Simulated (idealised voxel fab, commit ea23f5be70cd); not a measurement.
process module | voxel released beams
cross-section cut | 220 nm wide | cells 5 nm
A cross-section is a grid of square cells, given in bands from the top down. A band is one or more rows of cells.
Each band's line starts with the height of the band's top and of its bottom, in nm. Then come its materials from left to right, each with its width in nm. One material with "throughout" fills the band from edge to edge. "air" is empty space.
Height 0 is the level under which the wafer as received is all one material. The lowest band goes on downwards, as in "0 down".
A width such as "30 to 40" changes by the same amount from each row of cells to the next, from the band's top row to its bottom row.
"no change" after a step means that no cell of the cross-section changed.
closed voids: empty space of 8 cells or more with no open way to the top, each as width x height at its distance from the left edge, in nm
after a step's settings: what the simulator itself notes on the step
overlay nm, on a step with a mask: how far to the right of its planned place the mask lay; to the left if negative
plan
1 op RECEIVE | material Si
2 op CONFORMAL_DEP | material SiN | thk nm 5
3 op DIRECTIONAL_DEP | material SiO2 | thk nm 10
4 op MASKED_ETCH | tone open | mask id ANCHOR | width nm 25 | etch materials SiO2 | depth nm 10 | overlay nm 0
5 op CONFORMAL_DEP | material polySi | thk nm 10
6 op MASKED_ETCH | tone cover | mask id BEAM | width nm 95 | etch materials polySi | depth nm 10 | overlay nm 0
7 op STRIP | etch materials SiO2
as received, after step 1
  0 down: Si throughout
  closed voids: none
a wafer at the end: this start, this plan, one mistake
  20 to 10: air 60 | polySi 15 | air 5 | polySi 75 | air 65
  10 to 0: air 65 | polySi 25 | air 130
  0 down: Si throughout
  closed voids: none
what went wrong: step 2 was left out
